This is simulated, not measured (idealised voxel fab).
Process module in this document: voxel lift off
We display cut, a cross-section 275 nm in width whose square cells are each 5 nm.
A cross-section in this document is a grid of square cells, and it is written down as bands, the top band listed before the ones below it; a band is made up of one or more rows of cells.
Top, bottom (nm), then materials left to right with widths (nm); lone material tagged "throughout" fills the whole band edge to edge; "air" = empty space.
Counting heights begins at 0, where everything beneath is, in the wafer as received, one material. The lowest band has no bottom; it goes on downwards, as "top 0, no bottom" shows.
A width such as "30->40" changes by the same amount from each row of cells to the next, from the band's top row to its bottom row.
For the purposes of this document, the phrase "remained the same" attached to a step denotes that no cell within the cross-section was modified by that step.
Each empty space that has no open way to the top and spans at least 8 cells appears under "Enclosed internal cavities" as width x height at distance, the distance counted from the left edge, all in nm.
It should be noted that, on the line of a given step, the content following the step's settings is a remark produced by the simulator itself with respect to that step.
Steps that use a mask can have "overlay nm" on their line. It says how far the mask sat to the right of where it was meant to be. Negative means to the left.

-- List of planned process steps
step 1: RECEIVE,material Si
step 2: CONFORMAL_DEP,material Al2O3,thk nm 5
step 3: PATTERN,tone open,mask id LINES,material resist,width nm 25,pitch nm 45,thk nm 25,overlay nm 0
step 4: DIRECTIONAL_DEP,material Ru,thk nm 10
step 5: STRIP,etch materials resist
step 6: CONFORMAL_DEP,material SiCN,thk nm 10

-- The first of a set of two wafers, run to plan

-- Delivered wafer in cross-section: state after step 1
* top 0, no bottom = Si throughout
* Enclosed internal cavities: none

-- The wafer, seen in cross-section, after step 2
* top 5, bottom 0 = Al2O3 throughout
* At heights below 0, the structure remains unaltered.

-- The wafer, seen in cross-section, after step 3
* top 30, bottom 5 = resist=80, then air=25, then resist=20, then air=25, then resist=20, then air=25, then resist=80
* At heights below 5, the structure remains unaltered.

-- The wafer, seen in cross-section, after step 4
* top 40, bottom 30 = Ru=80, then air=25, then Ru=20, then air=25, then Ru=20, then air=25, then Ru=80
* top 30, bottom 15 = resist=80, then air=25, then resist=20, then air=25, then resist=20, then air=25, then resist=80
* top 15, bottom 5 = resist=80, then Ru=25, then resist=20, then Ru=25, then resist=20, then Ru=25, then resist=80
* At heights below 5, the structure remains unaltered.

-- The wafer, seen in cross-section, after step 5
* top 15, bottom 5 = air=80, then Ru=25, then air=20, then Ru=25, then air=20, then Ru=25, then air=80
* At heights below 5, the structure remains unaltered.

-- The wafer, seen in cross-section, after step 6
* top 25, bottom 15 = air=70, then SiCN=135, then air=70
* top 15, bottom 5 = SiCN=80, then Ru=25, then SiCN=20, then Ru=25, then SiCN=20, then Ru=25, then SiCN=80
* At heights below 5, the structure remains unaltered.

-- The second wafer: identical to the first at the outset and in its planned sequence, differing only in that one mistake was made during processing; up to and including step 5, its path is the first wafer's path

-- Second wafer at the planned finish of step 6, seen in cross-section
* top 30, bottom 20 = air=65, then SiCN=145, then air=65
* top 20, bottom 15 = SiCN throughout
* top 15, bottom 5 = SiCN=80, then Ru=25, then SiCN=20, then Ru=25, then SiCN=20, then Ru=25, then SiCN=80
* At heights below 5, the structure remains unaltered.
The plan and the run diverged here: for step 6, the planned setting was not used; the step was instead run as CONFORMAL_DEP,material SiCN,thk nm 15
It is noted that, at the conclusion of processing, the second wafer exhibits a higher or lower cell count for certain materials relative to the first: SiCN +59
